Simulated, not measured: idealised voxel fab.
A process module follows: voxel air gaps.
Cross-section cut spans 290 nm and uses square cells 5 nm in size.
A cross-section is a grid of square cells, given in bands from the top down. A band is one or more rows of cells.
Quick guide to a band line: top height, bottom height (nm) up front; then every material left to right with its width in nm. Only one material and it's marked "throughout"? Then it fills the band edge to edge. And "empty" just means empty space.
Basically, 0 is our baseline, since under it the wafer straight out of the box is all one material. The bottom band has no lower end and keeps on going down, so it looks like "0 -> down".
The two numbers in a width such as "30->40" mark its ends across the band: the first belongs to the top row of cells, the second to the bottom row, and from each row to the next the width moves by the same amount.
"remained the same", as given for a step, is the statement that not any cell of the cross-section underwent a change during that step.
The list in "Closed internal cavities" covers empty spaces of 8 cells or more that cannot reach the top through any open way, and it gives each as width x height at distance; the distance is from the left edge, and width, height and distance are in nm.
Post-settings text on a step line: simulator's own remark regarding the step.
"overlay nm" answers the question of how far to the right of plan the mask lay on a step that has a mask, and when it is negative the answer is to the left.
-- Set out below are the planned steps of the process
1,RECEIVE [material Si]
2,CONFORMAL_DEP [material SiO2] [thk nm 15]
3,CONFORMAL_DEP [material SiCN] [thk nm 5]
4,DIRECTIONAL_DEP [material SiO2] [thk nm 40]
5,DIRECTIONAL_DEP [material aC] [thk nm 15]
6,PATTERN [tone open] [mask id LINES] [material resist] [width nm 20] [pitch nm 45] [thk nm 30] [overlay nm 0]
7,DIRECTIONAL_ETCH [etch materials aC] [depth nm 15]
8,STRIP [etch materials resist]
9,DIRECTIONAL_ETCH [etch materials SiO2] [depth nm 40]
10,STRIP [etch materials aC]
11,CONFORMAL_DEP [material TiN] [thk nm 5]
12,FILL_DEP [material W] [thk nm 5]
13,CMP [height nm 60]
14,EPI [material Ru] [thk nm 10]
15,SELECTIVE_ETCH [etch materials SiO2] [depth nm 50]
16,CONFORMAL_DEP [material SiCN] [thk nm 5]
-- The first of two wafers, run as planned
-- as received, after step 1
* 0 -> down | Si throughout
* Closed internal cavities: none
-- After step 2, in cross-section
* 15 -> 0 | SiO2 throughout
* All layers under 0 are left as they were.
-- After step 3, in cross-section
* 20 -> 15 | SiCN throughout
* All layers under 15 are left as they were.
-- After step 4, in cross-section
* 60 -> 20 | SiO2 throughout
* All layers under 20 are left as they were.
-- After step 5, in cross-section
* 75 -> 60 | aC throughout
* All layers under 60 are left as they were.
-- After step 6, in cross-section
* 105 -> 75 | resist=65 / empty=20 / resist=25 / empty=20 / resist=25 / empty=20 / resist=25 / empty=20 / resist=70
* All layers under 75 are left as they were.
-- After step 7, in cross-section
* 90 -> 75 | resist=65 / empty=20 / resist=25 / empty=20 / resist=25 / empty=20 / resist=25 / empty=20 / resist=70
* 75 -> 60 | aC=65 / empty=20 / aC=25 / empty=20 / aC=25 / empty=20 / aC=25 / empty=20 / aC=70
* All layers under 60 are left as they were.
-- After step 8, in cross-section
* 75 -> 60 | aC=65 / empty=20 / aC=25 / empty=20 / aC=25 / empty=20 / aC=25 / empty=20 / aC=70
* All layers under 60 are left as they were.
-- After step 9, in cross-section
* 75 -> 60 | aC=65 / empty=20 / aC=25 / empty=20 / aC=25 / empty=20 / aC=25 / empty=20 / aC=70
* 60 -> 20 | SiO2=65 / empty=20 / SiO2=25 / empty=20 / SiO2=25 / empty=20 / SiO2=25 / empty=20 / SiO2=70
* All layers under 20 are left as they were.
-- After step 10, in cross-section
* 60 -> 20 | SiO2=65 / empty=20 / SiO2=25 / empty=20 / SiO2=25 / empty=20 / SiO2=25 / empty=20 / SiO2=70
* All layers under 20 are left as they were.
-- After step 11, in cross-section
* 65 -> 60 | TiN=70 / empty=10 / TiN=35 / empty=10 / TiN=35 / empty=10 / TiN=35 / empty=10 / TiN=75
* 60 -> 25 | SiO2=65 / TiN=5 / empty=10 / TiN=5 / SiO2=25 / TiN=5 / empty=10 / TiN=5 / SiO2=25 / TiN=5 / empty=10 / TiN=5 / SiO2=25 / TiN=5 / empty=10 / TiN=5 / SiO2=70
* 25 -> 20 | SiO2=65 / TiN=20 / SiO2=25 / TiN=20 / SiO2=25 / TiN=20 / SiO2=25 / TiN=20 / SiO2=70
* All layers under 20 are left as they were.
-- After step 12, in cross-section
* 70 -> 65 | W throughout
* 65 -> 60 | TiN=70 / W=10 / TiN=35 / W=10 / TiN=35 / W=10 / TiN=35 / W=10 / TiN=75
* 60 -> 25 | SiO2=65 / TiN=5 / W=10 / TiN=5 / SiO2=25 / TiN=5 / W=10 / TiN=5 / SiO2=25 / TiN=5 / W=10 / TiN=5 / SiO2=25 / TiN=5 / W=10 / TiN=5 / SiO2=70
* All layers under 25 are left as they were.
-- After step 13, in cross-section
* 60 -> 25 | SiO2=65 / TiN=5 / W=10 / TiN=5 / SiO2=25 / TiN=5 / W=10 / TiN=5 / SiO2=25 / TiN=5 / W=10 / TiN=5 / SiO2=25 / TiN=5 / W=10 / TiN=5 / SiO2=70
* All layers under 25 are left as they were.
-- After step 14, in cross-section
* 70 -> 60 | empty=55 / Ru=40 / empty=5 / Ru=40 / empty=5 / Ru=40 / empty=5 / Ru=40 / empty=60
* All layers under 60 are left as they were.
-- After step 15, in cross-section
* 70 -> 60 | empty=55 / Ru=40 / empty=5 / Ru=40 / empty=5 / Ru=40 / empty=5 / Ru=40 / empty=60
* 60 -> 25 | empty=65 / TiN=5 / W=10 / TiN=5 / empty=25 / TiN=5 / W=10 / TiN=5 / empty=25 / TiN=5 / W=10 / TiN=5 / empty=25 / TiN=5 / W=10 / TiN=5 / empty=70
* 25 -> 20 | empty=65 / TiN=20 / empty=25 / TiN=20 / empty=25 / TiN=20 / empty=25 / TiN=20 / empty=70
* All layers under 20 are left as they were.
-- After step 16, in cross-section
* 75 -> 70 | empty=50 / SiCN=185 / empty=55
* 70 -> 60 | empty=50 / SiCN=5 / Ru=40 / SiCN=5 / Ru=40 / SiCN=5 / Ru=40 / SiCN=5 / Ru=40 / SiCN=5 / empty=55
* 60 -> 55 | empty=50 / SiCN=15 / TiN=5 / W=10 / TiN=5 / SiCN=25 / TiN=5 / W=10 / TiN=5 / SiCN=25 / TiN=5 / W=10 / TiN=5 / SiCN=25 / TiN=5 / W=10 / TiN=5 / SiCN=15 / empty=55
* 55 -> 25 | empty=60 / SiCN=5 / TiN=5 / W=10 / TiN=5 / SiCN=5 / empty=15 / SiCN=5 / TiN=5 / W=10 / TiN=5 / SiCN=5 / empty=15 / SiCN=5 / TiN=5 / W=10 / TiN=5 / SiCN=5 / empty=15 / SiCN=5 / TiN=5 / W=10 / TiN=5 / SiCN=5 / empty=65
* 25 -> 20 | SiCN=65 / TiN=20 / SiCN=25 / TiN=20 / SiCN=25 / TiN=20 / SiCN=25 / TiN=20 / SiCN=70
* All layers under 20 are left as they were.
* Closed internal cavities: 15 x 30 at 90; 15 x 30 at 135; 15 x 30 at 180
-- Okay, second wafer. Nothing different at the start, nothing different in the plan, just one mistake somewhere in the running. As far as step 1, counting that step, it's the first wafer all over again
-- when step 2 should have ended
* 30 -> 0 | SiO2 throughout
* All layers under 0 are left as they were.
-- when step 3 should have ended
* 35 -> 30 | SiCN throughout
* All layers under 30 are left as they were.
-- when step 4 should have ended
* 75 -> 35 | SiO2 throughout
* All layers under 35 are left as they were.
-- when step 5 should have ended
* 90 -> 75 | aC throughout
* All layers under 75 are left as they were.
-- when step 6 should have ended
* 120 -> 90 | resist=65 / empty=20 / resist=25 / empty=20 / resist=25 / empty=20 / resist=25 / empty=20 / resist=70
* All layers under 90 are left as they were.
-- when step 7 should have ended
* 105 -> 90 | resist=65 / empty=20 / resist=25 / empty=20 / resist=25 / empty=20 / resist=25 / empty=20 / resist=70
* 90 -> 75 | aC=65 / empty=20 / aC=25 / empty=20 / aC=25 / empty=20 / aC=25 / empty=20 / aC=70
* All layers under 75 are left as they were.
-- when step 8 should have ended
* 90 -> 75 | aC=65 / empty=20 / aC=25 / empty=20 / aC=25 / empty=20 / aC=25 / empty=20 / aC=70
* All layers under 75 are left as they were.
-- when step 9 should have ended
* 90 -> 75 | aC=65 / empty=20 / aC=25 / empty=20 / aC=25 / empty=20 / aC=25 / empty=20 / aC=70
* 75 -> 35 | SiO2=65 / empty=20 / SiO2=25 / empty=20 / SiO2=25 / empty=20 / SiO2=25 / empty=20 / SiO2=70
* All layers under 35 are left as they were.
-- when step 10 should have ended
* 75 -> 35 | SiO2=65 / empty=20 / SiO2=25 / empty=20 / SiO2=25 / empty=20 / SiO2=25 / empty=20 / SiO2=70
* All layers under 35 are left as they were.
-- when step 11 should have ended
* 80 -> 75 | TiN=70 / empty=10 / TiN=35 / empty=10 / TiN=35 / empty=10 / TiN=35 / empty=10 / TiN=75
* 75 -> 40 | SiO2=65 / TiN=5 / empty=10 / TiN=5 / SiO2=25 / TiN=5 / empty=10 / TiN=5 / SiO2=25 / TiN=5 / empty=10 / TiN=5 / SiO2=25 / TiN=5 / empty=10 / TiN=5 / SiO2=70
* 40 -> 35 | SiO2=65 / TiN=20 / SiO2=25 / TiN=20 / SiO2=25 / TiN=20 / SiO2=25 / TiN=20 / SiO2=70
* All layers under 35 are left as they were.
-- when step 12 should have ended
* 85 -> 80 | W throughout
* 80 -> 75 | TiN=70 / W=10 / TiN=35 / W=10 / TiN=35 / W=10 / TiN=35 / W=10 / TiN=75
* 75 -> 40 | SiO2=65 / TiN=5 / W=10 / TiN=5 / SiO2=25 / TiN=5 / W=10 / TiN=5 / SiO2=25 / TiN=5 / W=10 / TiN=5 / SiO2=25 / TiN=5 / W=10 / TiN=5 / SiO2=70
* All layers under 40 are left as they were.
-- when step 13 should have ended
* 60 -> 40 | SiO2=65 / TiN=5 / W=10 / TiN=5 / SiO2=25 / TiN=5 / W=10 / TiN=5 / SiO2=25 / TiN=5 / W=10 / TiN=5 / SiO2=25 / TiN=5 / W=10 / TiN=5 / SiO2=70
* All layers under 40 are left as they were.
-- when step 14 should have ended
* 70 -> 60 | empty=55 / Ru=40 / empty=5 / Ru=40 / empty=5 / Ru=40 / empty=5 / Ru=40 / empty=60
* All layers under 60 are left as they were.
-- when step 15 should have ended
* 70 -> 60 | empty=55 / Ru=40 / empty=5 / Ru=40 / empty=5 / Ru=40 / empty=5 / Ru=40 / empty=60
* 60 -> 40 | empty=65 / TiN=5 / W=10 / TiN=5 / empty=25 / TiN=5 / W=10 / TiN=5 / empty=25 / TiN=5 / W=10 / TiN=5 / empty=25 / TiN=5 / W=10 / TiN=5 / empty=70
* 40 -> 35 | empty=65 / TiN=20 / empty=25 / TiN=20 / empty=25 / TiN=20 / empty=25 / TiN=20 / empty=70
* All layers under 35 are left as they were.
-- when step 16 should have ended
* 75 -> 70 | empty=50 / SiCN=185 / empty=55
* 70 -> 60 | empty=50 / SiCN=5 / Ru=40 / SiCN=5 / Ru=40 / SiCN=5 / Ru=40 / SiCN=5 / Ru=40 / SiCN=5 / empty=55
* 60 -> 55 | empty=50 / SiCN=15 / TiN=5 / W=10 / TiN=5 / SiCN=25 / TiN=5 / W=10 / TiN=5 / SiCN=25 / TiN=5 / W=10 / TiN=5 / SiCN=25 / TiN=5 / W=10 / TiN=5 / SiCN=15 / empty=55
* 55 -> 40 | empty=60 / SiCN=5 / TiN=5 / W=10 / TiN=5 / SiCN=5 / empty=15 / SiCN=5 / TiN=5 / W=10 / TiN=5 / SiCN=5 / empty=15 / SiCN=5 / TiN=5 / W=10 / TiN=5 / SiCN=5 / empty=15 / SiCN=5 / TiN=5 / W=10 / TiN=5 / SiCN=5 / empty=65
* 40 -> 35 | SiCN=65 / TiN=20 / SiCN=25 / TiN=20 / SiCN=25 / TiN=20 / SiCN=25 / TiN=20 / SiCN=70
* All layers under 35 are left as they were.
* Closed internal cavities: 15 x 15 at 90; 15 x 15 at 135; 15 x 15 at 180
Against the plan, the run slipped here: twice, step 2 of the plan was run
End of process, cell counts, second wafer against first, materials with more or fewer: -24 SiCN, +174 SiO2, -24 TiN, -24 W
